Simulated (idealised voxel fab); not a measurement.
The process module that follows is named voxel local oxidation.
Xsec cut, 210 nm wide, square cell size 5 nm.
We lay out every cross-section as a grid of square cells and spell it out in bands from the top down, where one band means one or more rows of cells.
A band entry consists of two parts. The first gives the height of the band's top and the height of its bottom, in nm. The rest lists the band's materials from left to right, each with its width in nm. A single material labelled with the word "full width" fills the band from edge to edge, and the word "empty" marks empty space.
Height reference: 0 = level under which incoming wafer is all one material. Lowest band: no bottom, runs on downward, e.g. "0 down".
Width spec "30 to 40" -> top row of cells at first value, bottom row at second value, equal per-row change in between.
Reading "no change occurred" for a step: not a cell of the cross-section changed in it.
Closed void listing: empty space of 8 cells or more with no open way to the top, each as width x height at its distance from the left edge, in nm
Formally, on a step line, whatever follows the settings is a remark that the simulator itself makes on the step.
overlay nm: how far to the right of its planned place the mask lay on this masked step (negative: to the left).

-- So here's the lineup of process steps we planned
step 1: op RECEIVE | material Si
step 2: op OXIDIZE | depth nm 5
step 3: op CONFORMAL_DEP | material SiN | thk nm 15
step 4: op MASKED_ETCH | tone cover | mask id ACTIVE | width nm 95 | etch materials SiN | depth nm 15 | overlay nm 0
step 5: op SELECTIVE_ETCH | etch materials SiO2 | depth nm 5
step 6: op OXIDIZE | depth nm 15
step 7: op STRIP | etch materials SiN

-- Incoming wafer in cross-section (state: after step 1)
> 0 down = Si full width
> Closed void listing: none

-- Module complete, cross-section. Starting point and plan per above. One mistake made in running the module
> 0 to -5 = empty: 65; SiO2: 85; empty: 60
> -5 to -20 = SiO2: 80; Si: 55; SiO2: 75
> -20 down = Si full width
> Closed void listing: none
Heads up, the wafer didn't run the way we planned it: step 4 ran differently from the plan; actual operation with settings: op MASKED_ETCH | tone cover | mask id ACTIVE | width nm 95 | etch materials SiN | depth nm 15 | overlay nm 5
